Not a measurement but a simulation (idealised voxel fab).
This section sets out a process module, namely voxel fin reveal.
The figure presents cross-section cut, which has a width of 290 nm and is divided into square cells with an edge length of 5 nm.
This document writes a cross-section as a grid whose cells are square, and gives it as bands, listed from the top down; one or more rows of cells form a band. Read a band's entry like this: the first values are the height of its top and the height of its bottom in nm, and what follows is the sequence of materials from left to right, each with its width in nm. Note that "air" is empty space, and that a single material marked "everywhere" reaches across the band from edge to edge. Heights are expressed relative to 0, this being the level below which the as-received wafer comprises one material exclusively. The lowest band is unbounded in the downward direction and is denoted as in "top 0, no bottom". When a width is written as two numbers, as in "30 to 40", the first number is the width in the top row of cells of the band and the second is the width in its bottom row, and the width changes by the same amount from each row to the next. Given "no modification" for a step, no cell of the cross-section differs between before and after that step. The list in "Closed void listing" covers empty spaces of 8 cells or more that cannot reach the top through any open way, and it gives each as width x height at distance; the distance is from the left edge, and width, height and distance are in nm. That trailing text on a step's line, after the settings, is the simulator's own remark on the step. The line of a step may include "overlay nm". On a step with a mask, this value is how far to the right of its planned place the mask lay. A negative value means the mask lay to the left.
Intended process steps:
1) RECEIVE, material Si
2) CONFORMAL_DEP, material SiN, thk nm 10
3) DIRECTIONAL_DEP, material aC, thk nm 15
4) PATTERN, tone cover, mask id FINS, material resist, width nm 15, pitch nm 35, thk nm 30, overlay nm 0
5) DIRECTIONAL_ETCH, etch materials aC, depth nm 15
6) STRIP, etch materials resist
7) DIRECTIONAL_ETCH, etch materials SiN, depth nm 10
8) DIRECTIONAL_ETCH, etch materials Si, depth nm 35
9) STRIP, etch materials aC
10) OXIDIZE, depth nm 5
11) FILL_DEP, material SiO2, thk nm 5
12) CMP, height nm 10
13) SELECTIVE_ETCH, etch materials SiO2, depth nm 35
14) STRIP, etch materials SiN
15) CONFORMAL_DEP, material SiO2, thk nm 5
Concerning the first of two wafers, which was run in accordance with the plan:
Step 1 complete: cross-section of the wafer as received:
- top 0, no bottom = Si everywhere
- Closed void listing: none
After step 2, in cross-section:
- top 10, bottom 0 = SiN everywhere
- Heights below 0 show no change.
After step 3, in cross-section:
- top 25, bottom 10 = aC everywhere
- Heights below 10 show no change.
After step 4, in cross-section:
- top 55, bottom 25 = 85 air | 15 resist | 20 air | 15 resist | 20 air | 15 resist | 20 air | 15 resist | 85 air
- Heights below 25 show no change.
After step 5, in cross-section:
- top 40, bottom 25 = 85 air | 15 resist | 20 air | 15 resist | 20 air | 15 resist | 20 air | 15 resist | 85 air
- top 25, bottom 10 = 85 air | 15 aC | 20 air | 15 aC | 20 air | 15 aC | 20 air | 15 aC | 85 air
- Heights below 10 show no change.
After step 6, in cross-section:
- top 25, bottom 10 = 85 air | 15 aC | 20 air | 15 aC | 20 air | 15 aC | 20 air | 15 aC | 85 air
- Heights below 10 show no change.
After step 7, in cross-section:
- top 25, bottom 10 = 85 air | 15 aC | 20 air | 15 aC | 20 air | 15 aC | 20 air | 15 aC | 85 air
- top 10, bottom 0 = 85 air | 15 SiN | 20 air | 15 SiN | 20 air | 15 SiN | 20 air | 15 SiN | 85 air
- Heights below 0 show no change.
After step 8, in cross-section:
- top 25, bottom 10 = 85 air | 15 aC | 20 air | 15 aC | 20 air | 15 aC | 20 air | 15 aC | 85 air
- top 10, bottom 0 = 85 air | 15 SiN | 20 air | 15 SiN | 20 air | 15 SiN | 20 air | 15 SiN | 85 air
- top 0, bottom -35 = 85 air | 15 Si | 20 air | 15 Si | 20 air | 15 Si | 20 air | 15 Si | 85 air
- Heights below -35 show no change.
After step 9, in cross-section:
- top 10, bottom 0 = 85 air | 15 SiN | 20 air | 15 SiN | 20 air | 15 SiN | 20 air | 15 SiN | 85 air
- Heights below 0 show no change.
After step 10, in cross-section:
- top 10, bottom 0 = 85 air | 15 SiN | 20 air | 15 SiN | 20 air | 15 SiN | 20 air | 15 SiN | 85 air
- top 0, bottom -35 = 85 air | 5 SiO2 | 5 Si | 5 SiO2 | 20 air | 5 SiO2 | 5 Si | 5 SiO2 | 20 air | 5 SiO2 | 5 Si | 5 SiO2 | 20 air | 5 SiO2 | 5 Si | 5 SiO2 | 85 air
- top -35, bottom -40 = 90 SiO2 | 5 Si | 30 SiO2 | 5 Si | 30 SiO2 | 5 Si | 30 SiO2 | 5 Si | 90 SiO2
- Heights below -40 show no change.
After step 11, in cross-section:
- top 15, bottom 10 = SiO2 everywhere
- top 10, bottom 0 = 85 SiO2 | 15 SiN | 20 SiO2 | 15 SiN | 20 SiO2 | 15 SiN | 20 SiO2 | 15 SiN | 85 SiO2
- top 0, bottom -40 = 90 SiO2 | 5 Si | 30 SiO2 | 5 Si | 30 SiO2 | 5 Si | 30 SiO2 | 5 Si | 90 SiO2
- Heights below -40 show no change.
After step 12, in cross-section:
- top 10, bottom 0 = 85 SiO2 | 15 SiN | 20 SiO2 | 15 SiN | 20 SiO2 | 15 SiN | 20 SiO2 | 15 SiN | 85 SiO2
- Heights below 0 show no change.
After step 13, in cross-section:
- top 10, bottom 0 = 85 air | 15 SiN | 20 air | 15 SiN | 20 air | 15 SiN | 20 air | 15 SiN | 85 air
- top 0, bottom -25 = 90 air | 5 Si | 30 air | 5 Si | 30 air | 5 Si | 30 air | 5 Si | 90 air
- Heights below -25 show no change.
After step 14, in cross-section:
- top 0, bottom -25 = 90 air | 5 Si | 30 air | 5 Si | 30 air | 5 Si | 30 air | 5 Si | 90 air
- Heights below -25 show no change.
After step 15, in cross-section:
- top 5, bottom 0 = 85 air | 15 SiO2 | 20 air | 15 SiO2 | 20 air | 15 SiO2 | 20 air | 15 SiO2 | 85 air
- top 0, bottom -20 = 85 air | 5 SiO2 | 5 Si | 5 SiO2 | 20 air | 5 SiO2 | 5 Si | 5 SiO2 | 20 air | 5 SiO2 | 5 Si | 5 SiO2 | 20 air | 5 SiO2 | 5 Si | 5 SiO2 | 85 air
- top -20, bottom -40 = 90 SiO2 | 5 Si | 30 SiO2 | 5 Si | 30 SiO2 | 5 Si | 30 SiO2 | 5 Si | 90 SiO2
- Heights below -40 show no change.
Wafer two. Same start, same plan, one slip in execution. Same as wafer one through step 3, inclusive:
Second wafer, cut view, end of step 4 per plan:
- top 55, bottom 25 = 85 resist | 15 air | 20 resist | 15 air | 20 resist | 15 air | 20 resist | 15 air | 85 resist
- Heights below 25 show no change.
Second wafer, cut view, end of step 5 per plan:
- top 40, bottom 25 = 85 resist | 15 air | 20 resist | 15 air | 20 resist | 15 air | 20 resist | 15 air | 85 resist
- top 25, bottom 10 = 85 aC | 15 air | 20 aC | 15 air | 20 aC | 15 air | 20 aC | 15 air | 85 aC
- Heights below 10 show no change.
Second wafer, cut view, end of step 6 per plan:
- top 25, bottom 10 = 85 aC | 15 air | 20 aC | 15 air | 20 aC | 15 air | 20 aC | 15 air | 85 aC
- Heights below 10 show no change.
Second wafer, cut view, end of step 7 per plan:
- top 25, bottom 10 = 85 aC | 15 air | 20 aC | 15 air | 20 aC | 15 air | 20 aC | 15 air | 85 aC
- top 10, bottom 0 = 85 SiN | 15 air | 20 SiN | 15 air | 20 SiN | 15 air | 20 SiN | 15 air | 85 SiN
- Heights below 0 show no change.
Second wafer, cut view, end of step 8 per plan:
- top 25, bottom 10 = 85 aC | 15 air | 20 aC | 15 air | 20 aC | 15 air | 20 aC | 15 air | 85 aC
- top 10, bottom 0 = 85 SiN | 15 air | 20 SiN | 15 air | 20 SiN | 15 air | 20 SiN | 15 air | 85 SiN
- top 0, bottom -35 = 85 Si | 15 air | 20 Si | 15 air | 20 Si | 15 air | 20 Si | 15 air | 85 Si
- Heights below -35 show no change.
Second wafer, cut view, end of step 9 per plan:
- top 10, bottom 0 = 85 SiN | 15 air | 20 SiN | 15 air | 20 SiN | 15 air | 20 SiN | 15 air | 85 SiN
- Heights below 0 show no change.
Second wafer, cut view, end of step 10 per plan:
- top 10, bottom 0 = 85 SiN | 15 air | 20 SiN | 15 air | 20 SiN | 15 air | 20 SiN | 15 air | 85 SiN
- top 0, bottom -35 = 80 Si | 5 SiO2 | 15 air | 5 SiO2 | 10 Si | 5 SiO2 | 15 air | 5 SiO2 | 10 Si | 5 SiO2 | 15 air | 5 SiO2 | 10 Si | 5 SiO2 | 15 air | 5 SiO2 | 80 Si
- top -35, bottom -40 = 80 Si | 25 SiO2 | 10 Si | 25 SiO2 | 10 Si | 25 SiO2 | 10 Si | 25 SiO2 | 80 Si
- Heights below -40 show no change.
Second wafer, cut view, end of step 11 per plan:
- top 15, bottom 10 = SiO2 everywhere
- top 10, bottom 0 = 85 SiN | 15 SiO2 | 20 SiN | 15 SiO2 | 20 SiN | 15 SiO2 | 20 SiN | 15 SiO2 | 85 SiN
- top 0, bottom -40 = 80 Si | 25 SiO2 | 10 Si | 25 SiO2 | 10 Si | 25 SiO2 | 10 Si | 25 SiO2 | 80 Si
- Heights below -40 show no change.
Second wafer, cut view, end of step 12 per plan:
- top 10, bottom 0 = 85 SiN | 15 SiO2 | 20 SiN | 15 SiO2 | 20 SiN | 15 SiO2 | 20 SiN | 15 SiO2 | 85 SiN
- Heights below 0 show no change.
Second wafer, cut view, end of step 13 per plan:
- top 10, bottom 0 = 85 SiN | 15 air | 20 SiN | 15 air | 20 SiN | 15 air | 20 SiN | 15 air | 85 SiN
- top 0, bottom -25 = 80 Si | 25 air | 10 Si | 25 air | 10 Si | 25 air | 10 Si | 25 air | 80 Si
- Heights below -25 show no change.
Second wafer, cut view, end of step 14 per plan:
- top 0, bottom -25 = 80 Si | 25 air | 10 Si | 25 air | 10 Si | 25 air | 10 Si | 25 air | 80 Si
- Heights below -25 show no change.
Second wafer, cut view, end of step 15 per plan:
- top 5, bottom 0 = 85 SiO2 | 15 air | 20 SiO2 | 15 air | 20 SiO2 | 15 air | 20 SiO2 | 15 air | 85 SiO2
- top 0, bottom -20 = 80 Si | 5 SiO2 | 15 air | 5 SiO2 | 10 Si | 5 SiO2 | 15 air | 5 SiO2 | 10 Si | 5 SiO2 | 15 air | 5 SiO2 | 10 Si | 5 SiO2 | 15 air | 5 SiO2 | 80 Si
- top -20, bottom -40 = 80 Si | 25 SiO2 | 10 Si | 25 SiO2 | 10 Si | 25 SiO2 | 10 Si | 25 SiO2 | 80 Si
- Heights below -40 show no change.
What went wrong in running the wafer? the process deviated at step 4: the operation and settings actually run there were PATTERN, tone open, mask id FINS, material resist, width nm 15, pitch nm 35, thk nm 30, overlay nm 0
Final wafer comparison in cells, second versus first, more or fewer per material: Si: 272 more, SiO2: 102 fewer
